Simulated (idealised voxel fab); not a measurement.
Process module name: voxel transistor to metal
Each square cell in cross-section cut measures 5 nm, and the section as a whole is 235 nm wide.
Just so we're on the same page, the cross-sections are grids of square cells, and they're listed out in bands top to bottom, each band one or more rows deep. Within each band entry, the heights of the top and of the bottom of the band appear first, in that order and in nm; the materials of the band then follow from left to right, each with its corresponding width in nm. The designation "full width" on a single material indicates that it fills the band from edge to edge; the designation "air" indicates empty space. All heights in this document are referenced to 0, defined as the level beneath which the wafer, as received, consists entirely of one material. The lowest band is not bounded below; it extends indefinitely downward and is written in the form "z 0 and below". Top row gets the first number, bottom row gets the second, and each row in between changes by the same step: that is how a band width like "30..40" works. Take "nothing different" at face value: in the step it is given for, the cross-section changed in none of its cells. Listed in "Sealed-off cavities": every empty space of 8 or more cells without an open way to the top. Form: width x height at distance, the distance being from the left edge, all in nm. Post-settings text on a step line: simulator's own remark regarding the step. "overlay nm", when on a step's line for a step with a mask, measures how far to the right of its planned place the mask lay; a negative measure means to the left.

This section lists the process steps that were planned
| 1 | RECEIVE (material Si) |
| 2 | OXIDIZE (depth nm 5) |
| 3 | CONFORMAL_DEP (material SiN; thk nm 15) |
| 4 | DIRECTIONAL_DEP (material aC; thk nm 15) |
| 5 | PATTERN (tone cover; mask id ACTIVE; material resist; width nm 85; pitch nm 105; thk nm 35; overlay nm 0) |
| 6 | DIRECTIONAL_ETCH (etch materials aC; depth nm 15) |
| 7 | STRIP (etch materials resist) |
| 8 | DIRECTIONAL_ETCH (etch materials SiN; depth nm 15) |
| 9 | DIRECTIONAL_ETCH (etch materials SiO2; depth nm 5) |
| 10 | DIRECTIONAL_ETCH (etch materials Si; depth nm 30) |
| 11 | STRIP (etch materials aC) |
| 12 | OXIDIZE (depth nm 5) |
| 13 | FILL_DEP (material SiO2; thk nm 15) |
| 14 | CMP (height nm 15) |
| 15 | SELECTIVE_ETCH (etch materials SiO2; depth nm 10) |
| 16 | STRIP (etch materials SiN) |
| 17 | SELECTIVE_ETCH (etch materials SiO2; depth nm 5) |
| 18 | OXIDIZE (depth nm 5) |
| 19 | DIRECTIONAL_DEP (material polySi; thk nm 20) |
| 20 | DIRECTIONAL_DEP (material SiCN; thk nm 15) |
| 21 | DIRECTIONAL_DEP (material aC; thk nm 10) |
| 22 | PATTERN (tone cover; mask id GATE; material resist; width nm 15; pitch nm 105; thk nm 30; overlay nm 0) |
| 23 | DIRECTIONAL_ETCH (etch materials aC; depth nm 10) |
| 24 | STRIP (etch materials resist) |
| 25 | DIRECTIONAL_ETCH (etch materials SiCN; depth nm 25) |
| 26 | DIRECTIONAL_ETCH (etch materials polySi; depth nm 30) |
| 27 | STRIP (etch materials aC) |
| 28 | CONFORMAL_DEP (material SiO2; thk nm 5) |
| 29 | DIRECTIONAL_ETCH (etch materials SiO2; depth nm 5) |
| 30 | CONFORMAL_DEP (material SiN; thk nm 5) |
| 31 | DIRECTIONAL_ETCH (etch materials SiN; depth nm 5) |
| 32 | DIRECTIONAL_ETCH (etch materials SiO2; depth nm 5) |
| 33 | DIRECTIONAL_ETCH (etch materials Si; depth nm 5) |
| 34 | EPI (material SiGe; thk nm 5) |
| 35 | FILL_DEP (material SiO2; thk nm 5) |
| 36 | CMP (height nm 30) |
| 37 | DIRECTIONAL_DEP (material SiO2; thk nm 10) |
| 38 | PATTERN (tone open; mask id CONTACT; material resist; width nm 15; thk nm 15; overlay nm 0) |
| 39 | DIRECTIONAL_ETCH (etch materials SiO2; depth nm 50) |
| 40 | STRIP (etch materials resist) |
| 41 | CONFORMAL_DEP (material TiN; thk nm 5) |
| 42 | FILL_DEP (material W; thk nm 10) |
| 43 | CMP (height nm 40) |
| 44 | DIRECTIONAL_DEP (material TiN; thk nm 5) |
| 45 | DIRECTIONAL_DEP (material W; thk nm 25) |
| 46 | MASKED_ETCH (tone cover; mask id METAL_1; width nm 15; etch materials W; depth nm 25; overlay nm 0) |
| 47 | MASKED_ETCH (tone cover; mask id METAL_1; width nm 15; etch materials TiN; depth nm 5; overlay nm 0) |
| 48 | FILL_DEP (material SiO2; thk nm 10) |
| 49 | CMP (height nm 70) |
| 50 | CONFORMAL_DEP (material SiCN; thk nm 5) |
| 51 | DIRECTIONAL_DEP (material SiO2; thk nm 30) |
| 52 | PATTERN (tone open; mask id METAL_2; material resist; width nm 15; pitch nm 105; thk nm 15; overlay nm 0) |
| 53 | DIRECTIONAL_ETCH (etch materials SiO2; depth nm 15) |
| 54 | STRIP (etch materials resist) |
| 55 | PATTERN (tone open; mask id METAL_2_HOLES; material resist; width nm 15; pitch nm 105; thk nm 20; overlay nm 0) |
| 56 | DIRECTIONAL_ETCH (etch materials SiO2; depth nm 15) |
| 57 | DIRECTIONAL_ETCH (etch materials SiCN; depth nm 5) |
| 58 | STRIP (etch materials resist) |
| 59 | CONFORMAL_DEP (material TiN; thk nm 5) |
| 60 | FILL_DEP (material Ru; thk nm 5) |
| 61 | CMP (height nm 105) |
| 62 | CONFORMAL_DEP (material SiCN; thk nm 5) |

Below: the first of two wafers, run as planned

Cross-section of the wafer upon arrival, representing the state reached after step 1
- z 0 and below  Si full width
- Sealed-off cavities: none

Wafer after step 2 (cross-section)
- z 0 to -5  SiO2 full width
- Nothing below the height -5 has changed.

Wafer after step 3 (cross-section)
- z 15 to 0  SiN full width
- Nothing below the height 0 has changed.

Wafer after step 4 (cross-section)
- z 30 to 15  aC full width
- Nothing below the height 15 has changed.

Wafer after step 5 (cross-section)
- z 65 to 30  20 air  85 resist  20 air  85 resist  25 air
- Nothing below the height 30 has changed.

Wafer after step 6 (cross-section)
- z 50 to 30  20 air  85 resist  20 air  85 resist  25 air
- z 30 to 15  20 air  85 aC  20 air  85 aC  25 air
- Nothing below the height 15 has changed.

Wafer after step 7 (cross-section)
- z 30 to 15  20 air  85 aC  20 air  85 aC  25 air
- Nothing below the height 15 has changed.

Wafer after step 8 (cross-section)
- z 30 to 15  20 air  85 aC  20 air  85 aC  25 air
- z 15 to 0  20 air  85 SiN  20 air  85 SiN  25 air
- Nothing below the height 0 has changed.

Wafer after step 9 (cross-section)
- z 30 to 15  20 air  85 aC  20 air  85 aC  25 air
- z 15 to 0  20 air  85 SiN  20 air  85 SiN  25 air
- z 0 to -5  20 air  85 SiO2  20 air  85 SiO2  25 air
- Nothing below the height -5 has changed.

Wafer after step 10 (cross-section)
- z 30 to 15  20 air  85 aC  20 air  85 aC  25 air
- z 15 to 0  20 air  85 SiN  20 air  85 SiN  25 air
- z 0 to -5  20 air  85 SiO2  20 air  85 SiO2  25 air
- z -5 to -35  20 air  85 Si  20 air  85 Si  25 air
- Nothing below the height -35 has changed.

Wafer after step 11 (cross-section)
- z 15 to 0  20 air  85 SiN  20 air  85 SiN  25 air
- Nothing below the height 0 has changed.

Wafer after step 12 (cross-section)
- z 15 to 0  20 air  85 SiN  20 air  85 SiN  25 air
- z 0 to -5  20 air  85 SiO2  20 air  85 SiO2  25 air
- z -5 to -35  20 air  5 SiO2  75 Si  5 SiO2  20 air  5 SiO2  75 Si  5 SiO2  25 air
- z -35 to -40  25 SiO2  75 Si  30 SiO2  75 Si  30 SiO2
- Nothing below the height -40 has changed.

Wafer after step 13 (cross-section)
- z 30 to 15  SiO2 full width
- z 15 to 0  20 SiO2  85 SiN  20 SiO2  85 SiN  25 SiO2
- z 0 to -5  SiO2 full width
- z -5 to -40  25 SiO2  75 Si  30 SiO2  75 Si  30 SiO2
- Nothing below the height -40 has changed.

Wafer after step 14 (cross-section)
- z 15 to 0  20 SiO2  85 SiN  20 SiO2  85 SiN  25 SiO2
- Nothing below the height 0 has changed.

Wafer after step 15 (cross-section)
- z 15 to 5  20 air  85 SiN  20 air  85 SiN  25 air
- Nothing below the height 5 has changed.

Wafer after step 16 (cross-section)
- z 5 to 0  20 SiO2  85 air  20 SiO2  85 air  25 SiO2
- Nothing below the height 0 has changed.

Wafer after step 17 (cross-section)
- z 0 to -5  15 SiO2  95 air  10 SiO2  95 air  20 SiO2
- Nothing below the height -5 has changed.

Wafer after step 18 (cross-section)
- z 0 to -5  15 SiO2  95 air  10 SiO2  95 air  20 SiO2
- z -5 to -10  SiO2 full width
- Nothing below the height -10 has changed.

Wafer after step 19 (cross-section)
- z 20 to 15  15 polySi  95 air  10 polySi  95 air  20 polySi
- z 15 to 0  polySi full width
- z 0 to -5  15 SiO2  95 polySi  10 SiO2  95 polySi  20 SiO2
- Nothing below the height -5 has changed.

Wafer after step 20 (cross-section)
- z 35 to 30  15 SiCN  95 air  10 SiCN  95 air  20 SiCN
- z 30 to 20  SiCN full width
- z 20 to 15  15 polySi  95 SiCN  10 polySi  95 SiCN  20 polySi
- Nothing below the height 15 has changed.

Wafer after step 21 (cross-section)
- z 45 to 40  15 aC  95 air  10 aC  95 air  20 aC
- z 40 to 35  aC full width
- z 35 to 30  15 SiCN  95 aC  10 SiCN  95 aC  20 SiCN
- Nothing below the height 30 has changed.

Wafer after step 22 (cross-section)
- z 75 to 45  55 air  15 resist  90 air  15 resist  60 air
- z 45 to 40  15 aC  40 air  15 resist  40 air  10 aC  40 air  15 resist  40 air  20 aC
- Nothing below the height 40 has changed.

Wafer after step 23 (cross-section)
- z 65 to 40  55 air  15 resist  90 air  15 resist  60 air
- z 40 to 35  55 air  15 aC  90 air  15 aC  60 air
- z 35 to 30  15 SiCN  40 air  15 aC  40 air  10 SiCN  40 air  15 aC  40 air  20 SiCN
- Nothing below the height 30 has changed.

Wafer after step 24 (cross-section)
- z 40 to 35  55 air  15 aC  90 air  15 aC  60 air
- Nothing below the height 35 has changed.

Wafer after step 25 (cross-section)
- z 40 to 30  55 air  15 aC  90 air  15 aC  60 air
- z 30 to 20  55 air  15 SiCN  90 air  15 SiCN  60 air
- z 20 to 15  15 polySi  40 air  15 SiCN  40 air  10 polySi  40 air  15 SiCN  40 air  20 polySi
- Nothing below the height 15 has changed.

Wafer after step 26 (cross-section)
- z 40 to 30  55 air  15 aC  90 air  15 aC  60 air
- z 30 to 15  55 air  15 SiCN  90 air  15 SiCN  60 air
- z 15 to 0  55 air  15 polySi  90 air  15 polySi  60 air
- z 0 to -5  15 SiO2  40 air  15 polySi  40 air  10 SiO2  40 air  15 polySi  40 air  20 SiO2
- Nothing below the height -5 has changed.

Wafer after step 27 (cross-section)
- z 30 to 15  55 air  15 SiCN  90 air  15 SiCN  60 air
- Nothing below the height 15 has changed.

Wafer after step 28 (cross-section)
- z 35 to 30  50 air  25 SiO2  80 air  25 SiO2  55 air
- z 30 to 15  50 air  5 SiO2  15 SiCN  5 SiO2  80 air  5 SiO2  15 SiCN  5 SiO2  55 air
- z 15 to 5  50 air  5 SiO2  15 polySi  5 SiO2  80 air  5 SiO2  15 polySi  5 SiO2  55 air
- z 5 to 0  20 SiO2  30 air  5 SiO2  15 polySi  5 SiO2  30 air  20 SiO2  30 air  5 SiO2  15 polySi  5 SiO2  30 air  25 SiO2
- z 0 to -5  55 SiO2  15 polySi  90 SiO2  15 polySi  60 SiO2
- Nothing below the height -5 has changed.

Wafer after step 29 (cross-section)
- z 30 to 15  50 air  5 SiO2  15 SiCN  5 SiO2  80 air  5 SiO2  15 SiCN  5 SiO2  55 air
- z 15 to 0  50 air  5 SiO2  15 polySi  5 SiO2  80 air  5 SiO2  15 polySi  5 SiO2  55 air
- z 0 to -5  20 SiO2  30 air  5 SiO2  15 polySi  5 SiO2  30 air  20 SiO2  30 air  5 SiO2  15 polySi  5 SiO2  30 air  25 SiO2
- Nothing below the height -5 has changed.

Wafer after step 30 (cross-section)
- z 35 to 30  45 air  35 SiN  70 air  35 SiN  50 air
- z 30 to 15  45 air  5 SiN  5 SiO2  15 SiCN  5 SiO2  5 SiN  70 air  5 SiN  5 SiO2  15 SiCN  5 SiO2  5 SiN  50 air
- z 15 to 5  45 air  5 SiN  5 SiO2  15 polySi  5 SiO2  5 SiN  70 air  5 SiN  5 SiO2  15 polySi  5 SiO2  5 SiN  50 air
- z 5 to 0  25 SiN  20 air  5 SiN  5 SiO2  15 polySi  5 SiO2  5 SiN  20 air  30 SiN  20 air  5 SiN  5 SiO2  15 polySi  5 SiO2  5 SiN  20 air  30 SiN
- z 0 to -5  20 SiO2  30 SiN  5 SiO2  15 polySi  5 SiO2  30 SiN  20 SiO2  30 SiN  5 SiO2  15 polySi  5 SiO2  30 SiN  25 SiO2
- Nothing below the height -5 has changed.

Wafer after step 31 (cross-section)
- z 30 to 15  45 air  5 SiN  5 SiO2  15 SiCN  5 SiO2  5 SiN  70 air  5 SiN  5 SiO2  15 SiCN  5 SiO2  5 SiN  50 air
- z 15 to 0  45 air  5 SiN  5 SiO2  15 polySi  5 SiO2  5 SiN  70 air  5 SiN  5 SiO2  15 polySi  5 SiO2  5 SiN  50 air
- z 0 to -5  20 SiO2  5 SiN  20 air  5 SiN  5 SiO2  15 polySi  5 SiO2  5 SiN  20 air  5 SiN  20 SiO2  5 SiN  20 air  5 SiN  5 SiO2  15 polySi  5 SiO2  5 SiN  20 air  5 SiN  25 SiO2
- Nothing below the height -5 has changed.

Wafer after step 32 (cross-section)
- z 30 to 25  45 air  5 SiN  5 air  15 SiCN  5 air  5 SiN  70 air  5 SiN  5 air  15 SiCN  5 air  5 SiN  50 air
- z 25 to 15  45 air  5 SiN  5 SiO2  15 SiCN  5 SiO2  5 SiN  70 air  5 SiN  5 SiO2  15 SiCN  5 SiO2  5 SiN  50 air
- z 15 to 0  45 air  5 SiN  5 SiO2  15 polySi  5 SiO2  5 SiN  70 air  5 SiN  5 SiO2  15 polySi  5 SiO2  5 SiN  50 air
- z 0 to -5  20 air  5 SiN  20 air  5 SiN  5 SiO2  15 polySi  5 SiO2  5 SiN  20 air  5 SiN  20 air  5 SiN  20 air  5 SiN  5 SiO2  15 polySi  5 SiO2  5 SiN  20 air  5 SiN  25 air
- z -5 to -10  25 SiO2  20 air  35 SiO2  20 air  30 SiO2  20 air  35 SiO2  20 air  30 SiO2
- Nothing below the height -10 has changed.

Wafer after step 33 (cross-section)
- z 30 to 25  45 air  5 SiN  5 air  15 SiCN  5 air  5 SiN  70 air  5 SiN  5 air  15 SiCN  5 air  5 SiN  50 air
- z 25 to 15  45 air  5 SiN  5 SiO2  15 SiCN  5 SiO2  5 SiN  70 air  5 SiN  5 SiO2  15 SiCN  5 SiO2  5 SiN  50 air
- z 15 to 0  45 air  5 SiN  5 SiO2  15 polySi  5 SiO2  5 SiN  70 air  5 SiN  5 SiO2  15 polySi  5 SiO2  5 SiN  50 air
- z 0 to -5  20 air  5 SiN  20 air  5 SiN  5 SiO2  15 polySi  5 SiO2  5 SiN  20 air  5 SiN  20 air  5 SiN  20 air  5 SiN  5 SiO2  15 polySi  5 SiO2  5 SiN  20 air  5 SiN  25 air
- z -5 to -10  25 SiO2  20 air  35 SiO2  20 air  30 SiO2  20 air  35 SiO2  20 air  30 SiO2
- z -10 to -15  25 SiO2  20 air  35 Si  20 air  30 SiO2  20 air  35 Si  20 air  30 SiO2
- Nothing below the height -15 has changed.

Wafer after step 34 (cross-section)
- z 30 to 25  45 air  5 SiN  5 air  15 SiCN  5 air  5 SiN  70 air  5 SiN  5 air  15 SiCN  5 air  5 SiN  50 air
- z 25 to 15  45 air  5 SiN  5 SiO2  15 SiCN  5 SiO2  5 SiN  70 air  5 SiN  5 SiO2  15 SiCN  5 SiO2  5 SiN  50 air
- z 15 to 0  45 air  5 SiN  5 SiO2  15 polySi  5 SiO2  5 SiN  70 air  5 SiN  5 SiO2  15 polySi  5 SiO2  5 SiN  50 air
- z 0 to -5  20 air  5 SiN  20 air  5 SiN  5 SiO2  15 polySi  5 SiO2  5 SiN  20 air  5 SiN  20 air  5 SiN  20 air  5 SiN  5 SiO2  15 polySi  5 SiO2  5 SiN  20 air  5 SiN  25 air
- z -5 to -10  25 SiO2  15 air  5 SiGe  35 SiO2  5 SiGe  15 air  30 SiO2  15 air  5 SiGe  35 SiO2  5 SiGe  15 air  30 SiO2
- z -10 to -15  25 SiO2  20 SiGe  35 Si  20 SiGe  30 SiO2  20 SiGe  35 Si  20 SiGe  30 SiO2
- Nothing below the height -15 has changed.

Wafer after step 35 (cross-section)
- z 35 to 30  SiO2 full width
- z 30 to 15  45 SiO2  5 SiN  5 SiO2  15 SiCN  5 SiO2  5 SiN  70 SiO2  5 SiN  5 SiO2  15 SiCN  5 SiO2  5 SiN  50 SiO2
- z 15 to 0  45 SiO2  5 SiN  5 SiO2  15 polySi  5 SiO2  5 SiN  70 SiO2  5 SiN  5 SiO2  15 polySi  5 SiO2  5 SiN  50 SiO2
- z 0 to -5  20 SiO2  5 SiN  20 SiO2  5 SiN  5 SiO2  15 polySi  5 SiO2  5 SiN  20 SiO2  5 SiN  20 SiO2  5 SiN  20 SiO2  5 SiN  5 SiO2  15 polySi  5 SiO2  5 SiN  20 SiO2  5 SiN  25 SiO2
- z -5 to -10  40 SiO2  5 SiGe  35 SiO2  5 SiGe  60 SiO2  5 SiGe  35 SiO2  5 SiGe  45 SiO2
- Nothing below the height -10 has changed.

Wafer after step 36 (cross-section)
- z 30 to 15  45 SiO2  5 SiN  5 SiO2  15 SiCN  5 SiO2  5 SiN  70 SiO2  5 SiN  5 SiO2  15 SiCN  5 SiO2  5 SiN  50 SiO2
- Nothing below the height 15 has changed.

Wafer after step 37 (cross-section)
- z 40 to 30  SiO2 full width
- Nothing below the height 30 has changed.

Wafer after step 38 (cross-section)
- z 55 to 40  25 resist  15 air  45 resist  15 air  30 resist  15 air  45 resist  15 air  30 resist
- Nothing below the height 40 has changed.

Wafer after step 39 (cross-section)
- z 55 to 40  25 resist  15 air  45 resist  15 air  30 resist  15 air  45 resist  15 air  30 resist
- z 40 to 30  25 SiO2  15 air  45 SiO2  15 air  30 SiO2  15 air  45 SiO2  15 air  30 SiO2
- z 30 to 15  25 SiO2  15 air  5 SiO2  5 SiN  5 SiO2  15 SiCN  5 SiO2  5 SiN  5 SiO2  15 air  30 SiO2  15 air  5 SiO2  5 SiN  5 SiO2  15 SiCN  5 SiO2  5 SiN  5 SiO2  15 air  30 SiO2
- z 15 to 0  25 SiO2  15 air  5 SiO2  5 SiN  5 SiO2  15 polySi  5 SiO2  5 SiN  5 SiO2  15 air  30 SiO2  15 air  5 SiO2  5 SiN  5 SiO2  15 polySi  5 SiO2  5 SiN  5 SiO2  15 air  30 SiO2
- z 0 to -5  20 SiO2  5 SiN  15 air  5 SiO2  5 SiN  5 SiO2  15 polySi  5 SiO2  5 SiN  5 SiO2  15 air  5 SiN  20 SiO2  5 SiN  15 air  5 SiO2  5 SiN  5 SiO2  15 polySi  5 SiO2  5 SiN  5 SiO2  15 air  5 SiN  25 SiO2
- z -5 to -10  25 SiO2  15 air  5 SiGe  35 SiO2  5 SiGe  15 air  30 SiO2  15 air  5 SiGe  35 SiO2  5 SiGe  15 air  30 SiO2
- Nothing below the height -10 has changed.

Wafer after step 40 (cross-section)
- z 40 to 30  25 SiO2  15 air  45 SiO2  15 air  30 SiO2  15 air  45 SiO2  15 air  30 SiO2
- Nothing below the height 30 has changed.

Wafer after step 41 (cross-section)
- z 45 to 40  30 TiN  5 air  55 TiN  5 air  40 TiN  5 air  55 TiN  5 air  35 TiN
- z 40 to 30  25 SiO2  5 TiN  5 air  5 TiN  45 SiO2  5 TiN  5 air  5 TiN  30 SiO2  5 TiN  5 air  5 TiN  45 SiO2  5 TiN  5 air  5 TiN  30 SiO2
- z 30 to 15  25 SiO2  5 TiN  5 air  5 TiN  5 SiO2  5 SiN  5 SiO2  15 SiCN  5 SiO2  5 SiN  5 SiO2  5 TiN  5 air  5 TiN  30 SiO2  5 TiN  5 air  5 TiN  5 SiO2  5 SiN  5 SiO2  15 SiCN  5 SiO2  5 SiN  5 SiO2  5 TiN  5 air  5 TiN  30 SiO2
- z 15 to 0  25 SiO2  5 TiN  5 air  5 TiN  5 SiO2  5 SiN  5 SiO2  15 polySi  5 SiO2  5 SiN  5 SiO2  5 TiN  5 air  5 TiN  30 SiO2  5 TiN  5 air  5 TiN  5 SiO2  5 SiN  5 SiO2  15 polySi  5 SiO2  5 SiN  5 SiO2  5 TiN  5 air  5 TiN  30 SiO2
- z 0 to -5  20 SiO2  5 SiN  5 TiN  5 air  5 TiN  5 SiO2  5 SiN  5 SiO2  15 polySi  5 SiO2  5 SiN  5 SiO2  5 TiN  5 air  5 TiN  5 SiN  20 SiO2  5 SiN  5 TiN  5 air  5 TiN  5 SiO2  5 SiN  5 SiO2  15 polySi  5 SiO2  5 SiN  5 SiO2  5 TiN  5 air  5 TiN  5 SiN  25 SiO2
- z -5 to -10  25 SiO2  15 TiN  5 SiGe  35 SiO2  5 SiGe  15 TiN  30 SiO2  15 TiN  5 SiGe  35 SiO2  5 SiGe  15 TiN  30 SiO2
- Nothing below the height -10 has changed.

Wafer after step 42 (cross-section)
- z 55 to 45  W full width
- z 45 to 40  30 TiN  5 W  55 TiN  5 W  40 TiN  5 W  55 TiN  5 W  35 TiN
- z 40 to 30  25 SiO2  5 TiN  5 W  5 TiN  45 SiO2  5 TiN  5 W  5 TiN  30 SiO2  5 TiN  5 W  5 TiN  45 SiO2  5 TiN  5 W  5 TiN  30 SiO2
- z 30 to 15  25 SiO2  5 TiN  5 W  5 TiN  5 SiO2  5 SiN  5 SiO2  15 SiCN  5 SiO2  5 SiN  5 SiO2  5 TiN  5 W  5 TiN  30 SiO2  5 TiN  5 W  5 TiN  5 SiO2  5 SiN  5 SiO2  15 SiCN  5 SiO2  5 SiN  5 SiO2  5 TiN  5 W  5 TiN  30 SiO2
- z 15 to 0  25 SiO2  5 TiN  5 W  5 TiN  5 SiO2  5 SiN  5 SiO2  15 polySi  5 SiO2  5 SiN  5 SiO2  5 TiN  5 W  5 TiN  30 SiO2  5 TiN  5 W  5 TiN  5 SiO2  5 SiN  5 SiO2  15 polySi  5 SiO2  5 SiN  5 SiO2  5 TiN  5 W  5 TiN  30 SiO2
- z 0 to -5  20 SiO2  5 SiN  5 TiN  5 W  5 TiN  5 SiO2  5 SiN  5 SiO2  15 polySi  5 SiO2  5 SiN  5 SiO2  5 TiN  5 W  5 TiN  5 SiN  20 SiO2  5 SiN  5 TiN  5 W  5 TiN  5 SiO2  5 SiN  5 SiO2  15 polySi  5 SiO2  5 SiN  5 SiO2  5 TiN  5 W  5 TiN  5 SiN  25 SiO2
- Nothing below the height -5 has changed.

Wafer after step 43 (cross-section)
- z 40 to 30  25 SiO2  5 TiN  5 W  5 TiN  45 SiO2  5 TiN  5 W  5 TiN  30 SiO2  5 TiN  5 W  5 TiN  45 SiO2  5 TiN  5 W  5 TiN  30 SiO2
- Nothing below the height 30 has changed.

Wafer after step 44 (cross-section)
- z 45 to 40  TiN full width
- Nothing below the height 40 has changed.

Wafer after step 45 (cross-section)
- z 70 to 45  W full width
- Nothing below the height 45 has changed.

Wafer after step 46 (cross-section)
- z 70 to 45  25 air  15 W  45 air  15 W  30 air  15 W  45 air  15 W  30 air
- Nothing below the height 45 has changed.

Wafer after step 47 (cross-section)
- z 70 to 45  25 air  15 W  45 air  15 W  30 air  15 W  45 air  15 W  30 air
- z 45 to 40  25 air  15 TiN  45 air  15 TiN  30 air  15 TiN  45 air  15 TiN  30 air
- Nothing below the height 40 has changed.

Wafer after step 48 (cross-section)
- z 80 to 70  SiO2 full width
- z 70 to 45  25 SiO2  15 W  45 SiO2  15 W  30 SiO2  15 W  45 SiO2  15 W  30 SiO2
- z 45 to 40  25 SiO2  15 TiN  45 SiO2  15 TiN  30 SiO2  15 TiN  45 SiO2  15 TiN  30 SiO2
- Nothing below the height 40 has changed.

Wafer after step 49 (cross-section)
- z 70 to 45  25 SiO2  15 W  45 SiO2  15 W  30 SiO2  15 W  45 SiO2  15 W  30 SiO2
- Nothing below the height 45 has changed.

Wafer after step 50 (cross-section)
- z 75 to 70  SiCN full width
- Nothing below the height 70 has changed.

Wafer after step 51 (cross-section)
- z 105 to 75  SiO2 full width
- Nothing below the height 75 has changed.

Wafer after step 52 (cross-section)
- z 120 to 105  25 resist  15 air  90 resist  15 air  90 resist
- Nothing below the height 105 has changed.

Wafer after step 53 (cross-section)
- z 120 to 105  25 resist  15 air  90 resist  15 air  90 resist
- z 105 to 90  25 SiO2  15 air  90 SiO2  15 air  90 SiO2
- Nothing below the height 90 has changed.

Wafer after step 54 (cross-section)
- z 105 to 90  25 SiO2  15 air  90 SiO2  15 air  90 SiO2
- Nothing below the height 90 has changed.

Wafer after step 55 (cross-section)
- z 125 to 105  25 resist  15 air  90 resist  15 air  90 resist
- Nothing below the height 105 has changed.

Wafer after step 56 (cross-section)
- z 125 to 105  25 resist  15 air  90 resist  15 air  90 resist
- z 105 to 75  25 SiO2  15 air  90 SiO2  15 air  90 SiO2
- Nothing below the height 75 has changed.

Wafer after step 57 (cross-section)
- z 125 to 105  25 resist  15 air  90 resist  15 air  90 resist
- z 105 to 75  25 SiO2  15 air  90 SiO2  15 air  90 SiO2
- z 75 to 70  25 SiCN  15 air  90 SiCN  15 air  90 SiCN
- Nothing below the height 70 has changed.

Wafer after step 58 (cross-section)
- z 105 to 75  25 SiO2  15 air  90 SiO2  15 air  90 SiO2
- Nothing below the height 75 has changed.

Wafer after step 59 (cross-section)
- z 110 to 105  30 TiN  5 air  100 TiN  5 air  95 TiN
- z 105 to 75  25 SiO2  5 TiN  5 air  5 TiN  90 SiO2  5 TiN  5 air  5 TiN  90 SiO2
- z 75 to 70  25 SiCN  15 TiN  90 SiCN  15 TiN  90 SiCN
- Nothing below the height 70 has changed.

Wafer after step 60 (cross-section)
- z 115 to 110  Ru full width
- z 110 to 105  30 TiN  5 Ru  100 TiN  5 Ru  95 TiN
- z 105 to 75  25 SiO2  5 TiN  5 Ru  5 TiN  90 SiO2  5 TiN  5 Ru  5 TiN  90 SiO2
- Nothing below the height 75 has changed.

Wafer after step 61 (cross-section)
- z 105 to 75  25 SiO2  5 TiN  5 Ru  5 TiN  90 SiO2  5 TiN  5 Ru  5 TiN  90 SiO2
- Nothing below the height 75 has changed.

Wafer after step 62 (cross-section)
- z 110 to 105  SiCN full width
- Nothing below the height 105 has changed.

Here the second wafer is described. Its start and its plan were those of the first wafer. Its run contained one mistake. Up to and including step 45, it did exactly what the first wafer did

Second wafer, sectioned view, at step 46's planned end time
- z 70 to 45  25 W  15 air  45 W  15 air  30 W  15 air  45 W  15 air  30 W
- Nothing below the height 45 has changed.

Second wafer, sectioned view, at step 47's planned end time: nothing different

Second wafer, sectioned view, at step 48's planned end time
- z 80 to 70  SiO2 full width
- z 70 to 45  25 W  15 SiO2  45 W  15 SiO2  30 W  15 SiO2  45 W  15 SiO2  30 W
- Nothing below the height 45 has changed.

Second wafer, sectioned view, at step 49's planned end time
- z 70 to 45  25 W  15 SiO2  45 W  15 SiO2  30 W  15 SiO2  45 W  15 SiO2  30 W
- Nothing below the height 45 has changed.

Second wafer, sectioned view, at step 50's planned end time
- z 75 to 70  SiCN full width
- Nothing below the height 70 has changed.

Second wafer, sectioned view, at step 51's planned end time
- z 105 to 75  SiO2 full width
- Nothing below the height 75 has changed.

Second wafer, sectioned view, at step 52's planned end time
- z 120 to 105  25 resist  15 air  90 resist  15 air  90 resist
- Nothing below the height 105 has changed.

Second wafer, sectioned view, at step 53's planned end time
- z 120 to 105  25 resist  15 air  90 resist  15 air  90 resist
- z 105 to 90  25 SiO2  15 air  90 SiO2  15 air  90 SiO2
- Nothing below the height 90 has changed.

Second wafer, sectioned view, at step 54's planned end time
- z 105 to 90  25 SiO2  15 air  90 SiO2  15 air  90 SiO2
- Nothing below the height 90 has changed.

Second wafer, sectioned view, at step 55's planned end time
- z 125 to 105  25 resist  15 air  90 resist  15 air  90 resist
- Nothing below the height 105 has changed.

Second wafer, sectioned view, at step 56's planned end time
- z 125 to 105  25 resist  15 air  90 resist  15 air  90 resist
- z 105 to 75  25 SiO2  15 air  90 SiO2  15 air  90 SiO2
- Nothing below the height 75 has changed.

Second wafer, sectioned view, at step 57's planned end time
- z 125 to 105  25 resist  15 air  90 resist  15 air  90 resist
- z 105 to 75  25 SiO2  15 air  90 SiO2  15 air  90 SiO2
- z 75 to 70  25 SiCN  15 air  90 SiCN  15 air  90 SiCN
- Nothing below the height 70 has changed.

Second wafer, sectioned view, at step 58's planned end time
- z 105 to 75  25 SiO2  15 air  90 SiO2  15 air  90 SiO2
- Nothing below the height 75 has changed.

Second wafer, sectioned view, at step 59's planned end time
- z 110 to 105  30 TiN  5 air  100 TiN  5 air  95 TiN
- z 105 to 75  25 SiO2  5 TiN  5 air  5 TiN  90 SiO2  5 TiN  5 air  5 TiN  90 SiO2
- z 75 to 70  25 SiCN  15 TiN  90 SiCN  15 TiN  90 SiCN
- Nothing below the height 70 has changed.

Second wafer, sectioned view, at step 60's planned end time
- z 115 to 110  Ru full width
- z 110 to 105  30 TiN  5 Ru  100 TiN  5 Ru  95 TiN
- z 105 to 75  25 SiO2  5 TiN  5 Ru  5 TiN  90 SiO2  5 TiN  5 Ru  5 TiN  90 SiO2
- Nothing below the height 75 has changed.

Second wafer, sectioned view, at step 61's planned end time
- z 105 to 75  25 SiO2  5 TiN  5 Ru  5 TiN  90 SiO2  5 TiN  5 Ru  5 TiN  90 SiO2
- Nothing below the height 75 has changed.

Second wafer, sectioned view, at step 62's planned end time
- z 110 to 105  SiCN full width
- Nothing below the height 105 has changed.
Want to know what went wrong? step 46, actual vs plan mismatch, actual run MASKED_ETCH (tone open; mask id METAL_1; width nm 15; etch materials W; depth nm 25; overlay nm 0)
At the finish, the second wafer shows more or fewer cells for some materials than the first does: -150 SiO2 | +35 TiN | +115 W
